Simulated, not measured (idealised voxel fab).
process module | voxel self aligned contacts
cross-section cut | 300 nm wide | cells 5 nm
A cross-section is a grid of square cells, given in bands from the top down. A band is one or more rows of cells.
Each band's line starts with the height of the band's top and of its bottom, in nm. Then come its materials from left to right, each with its width in nm. One material with "throughout" fills the band from edge to edge. "air" is empty space.
Height 0 is the level under which the wafer as received is all one material. The lowest band goes on downwards, as in "0 down".
A width such as "30 to 40" changes by the same amount from each row of cells to the next, from the band's top row to its bottom row.
"no change" after a step means that no cell of the cross-section changed.
closed voids: empty space of 8 cells or more with no open way to the top, each as width x height at its distance from the left edge, in nm
after a step's settings: what the simulator itself notes on the step
overlay nm, on a step with a mask: how far to the right of its planned place the mask lay; to the left if negative
Each pair below shows a cross-section before one step and the cross-section after it, down to the lowest band that changed. The line under each pair gives the step between them, with its settings. The pairs can come from different runs of this module on the same starting wafer, so a pair continues from the pair above only where its "before" says so.
before
  70 to 60: Ru throughout
  60 to 55: TiN 100 | Ru 35 | TiN 30 | Ru 35 | TiN 100
  55 to 50: SiO2 95 | TiN 15 | Ru 15 | TiN 15 | SiO2 20 | TiN 15 | Ru 15 | TiN 15 | SiO2 95
  50 to 25: SiO2 65 | SiN 5 | polySi 30 | SiN 5 | TiN 5 | Ru 15 | TiN 5 | SiN 5 | polySi 30 | SiN 5 | TiN 5 | Ru 15 | TiN 5 | SiN 5 | polySi 30 | SiN 5 | SiO2 65
  25 to 20: SiO2 65 | SiN 5 | polySi 30 | SiN 5 | TiN 25 | SiN 5 | polySi 30 | SiN 5 | TiN 25 | SiN 5 | polySi 30 | SiN 5 | SiO2 65
  20 to 0: polySi throughout
  0 to -5: SiO2 throughout
  -5 down: Si throughout
  closed voids: none
after
  55 to 50: SiO2 95 | TiN 15 | Ru 15 | TiN 15 | SiO2 20 | TiN 15 | Ru 15 | TiN 15 | SiO2 95
  below 50: unchanged
  closed voids: none
the step between: op CMP | height nm 55
before: the cross-section after the pair above
after
  60 to 55: SiN throughout
  below 55: unchanged
  closed voids: none
the step between: op CONFORMAL_DEP | material SiN | thk nm 5
before
  55 to 50: SiO2 throughout
  50 to 30: SiO2 65 | SiN 40 | SiO2 25 | SiN 40 | SiO2 25 | SiN 40 | SiO2 65
  30 to 0: SiO2 65 | SiN 5 | polySi 30 | SiN 5 | SiO2 25 | SiN 5 | polySi 30 | SiN 5 | SiO2 25 | SiN 5 | polySi 30 | SiN 5 | SiO2 65
  0 to -5: SiO2 throughout
  -5 down: Si throughout
  closed voids: none
after
  55 to 50: air 95 | SiO2 45 | air 20 | SiO2 45 | air 95
  50 to 30: air 65 | SiN 40 | SiO2 25 | SiN 40 | SiO2 25 | SiN 40 | air 65
  30 to 0: air 65 | SiN 5 | polySi 30 | SiN 5 | SiO2 25 | SiN 5 | polySi 30 | SiN 5 | SiO2 25 | SiN 5 | polySi 30 | SiN 5 | air 65
  0 to -5: air 65 | SiO2 170 | air 65
  below -5: unchanged
  closed voids: none
the step between: op MASKED_ETCH | tone cover | mask id CONTACT | width nm 45 | pitch nm 65 | etch materials SiO2 | depth nm 60 | overlay nm 0
before: the cross-section after the pair above
after
  60 to 55: air 90 | TiN 55 | air 10 | TiN 55 | air 90
  55 to 50: air 60 | TiN 35 | SiO2 45 | TiN 20 | SiO2 45 | TiN 35 | air 60
  50 to 30: air 60 | TiN 5 | SiN 40 | SiO2 25 | SiN 40 | SiO2 25 | SiN 40 | TiN 5 | air 60
  30 to 0: air 60 | TiN 5 | SiN 5 | polySi 30 | SiN 5 | SiO2 25 | SiN 5 | polySi 30 | SiN 5 | SiO2 25 | SiN 5 | polySi 30 | SiN 5 | TiN 5 | air 60
  0 to -5: TiN 65 | SiO2 170 | TiN 65
  below -5: unchanged
  closed voids: none
the step between: op CONFORMAL_DEP | material TiN | thk nm 5
before: the cross-section after the pair above
after
  70 to 60: Ru throughout
  60 to 55: Ru 90 | TiN 55 | Ru 10 | TiN 55 | Ru 90
  55 to 50: Ru 60 | TiN 35 | SiO2 45 | TiN 20 | SiO2 45 | TiN 35 | Ru 60
  50 to 30: Ru 60 | TiN 5 | SiN 40 | SiO2 25 | SiN 40 | SiO2 25 | SiN 40 | TiN 5 | Ru 60
  30 to 0: Ru 60 | TiN 5 | SiN 5 | polySi 30 | SiN 5 | SiO2 25 | SiN 5 | polySi 30 | SiN 5 | SiO2 25 | SiN 5 | polySi 30 | SiN 5 | TiN 5 | Ru 60
  below 0: unchanged
  closed voids: none
the step between: op FILL_DEP | material Ru | thk nm 10
before: the cross-section after the pair above
after
  55 to 50: Ru 60 | TiN 35 | SiO2 45 | TiN 20 | SiO2 45 | TiN 35 | Ru 60
  below 50: unchanged
  closed voids: none
the step between: op CMP | height nm 55
before: the cross-section after the pair above
after
  60 to 55: SiN throughout
  below 55: unchanged
  closed voids: none
the step between: op CONFORMAL_DEP | material SiN | thk nm 5
